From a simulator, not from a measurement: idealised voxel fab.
process module | voxel released beams
cross-section cut | 270 nm wide | cells 5 nm
A cross-section is a grid of square cells, given in bands from the top down. A band is one or more rows of cells.
Each band's line starts with the height of the band's top and of its bottom, in nm. Then come its materials from left to right, each with its width in nm. One material with "throughout" fills the band from edge to edge. "air" is empty space.
Height 0 is the level under which the wafer as received is all one material. The lowest band goes on downwards, as in "0 down".
A width such as "30 to 40" changes by the same amount from each row of cells to the next, from the band's top row to its bottom row.
"no change" after a step means that no cell of the cross-section changed.
closed voids: empty space of 8 cells or more with no open way to the top, each as width x height at its distance from the left edge, in nm
after a step's settings: what the simulator itself notes on the step
overlay nm, on a step with a mask: how far to the right of its planned place the mask lay; to the left if negative
plan
1 op RECEIVE | material Si
2 op CONFORMAL_DEP | material Al2O3 | thk nm 10
3 op DIRECTIONAL_DEP | material SiO2 | thk nm 15
4 op PATTERN | tone open | mask id ANCHOR | material resist | width nm 40 | thk nm 15 | overlay nm 0
5 op DIRECTIONAL_ETCH | etch materials SiO2 | depth nm 15
6 op STRIP | etch materials resist
7 op CONFORMAL_DEP | material polySi | thk nm 15
8 op PATTERN | tone cover | mask id BEAM | material resist | width nm 125 | thk nm 20 | overlay nm 0
9 op DIRECTIONAL_ETCH | etch materials polySi | depth nm 15
10 op STRIP | etch materials resist
11 op STRIP | etch materials SiO2
first wafer, as planned
as received, after step 1
  0 down: Si throughout
  closed voids: none
after step 2
  10 to 0: Al2O3 throughout
  below 0: unchanged
after step 3
  25 to 10: SiO2 throughout
  below 10: unchanged
after step 4
  40 to 25: resist 75 | air 40 | resist 155
  below 25: unchanged
after step 5
  40 to 25: resist 75 | air 40 | resist 155
  25 to 10: SiO2 75 | air 40 | SiO2 155
  below 10: unchanged
after step 6
  25 to 10: SiO2 75 | air 40 | SiO2 155
  below 10: unchanged
after step 7
  40 to 25: polySi 90 | air 10 | polySi 170
  25 to 10: SiO2 75 | polySi 40 | SiO2 155
  below 10: unchanged
after step 8
  60 to 40: air 70 | resist 125 | air 75
  40 to 25: polySi 90 | resist 10 | polySi 170
  below 25: unchanged
after step 9
  60 to 40: air 70 | resist 125 | air 75
  40 to 25: air 70 | polySi 20 | resist 10 | polySi 95 | air 75
  below 25: unchanged
after step 10
  40 to 25: air 70 | polySi 20 | air 10 | polySi 95 | air 75
  below 25: unchanged
after step 11
  40 to 25: air 70 | polySi 20 | air 10 | polySi 95 | air 75
  25 to 10: air 75 | polySi 40 | air 155
  below 10: unchanged
second wafer: like start, like plan, one mistake. Through step 6 it matches the first wafer
when step 7 should have ended
  55 to 25: polySi throughout
  25 to 10: SiO2 75 | polySi 40 | SiO2 155
  below 10: unchanged
when step 8 should have ended
  75 to 55: air 70 | resist 125 | air 75
  below 55: unchanged
when step 9 should have ended
  75 to 55: air 70 | resist 125 | air 75
  55 to 40: air 70 | polySi 125 | air 75
  below 40: unchanged
when step 10 should have ended
  55 to 40: air 70 | polySi 125 | air 75
  below 40: unchanged
when step 11 should have ended: no change
what went wrong: step 7 was run twice
at the end the second wafer has, in cells: 138 more of SiO2 | 168 more of polySi
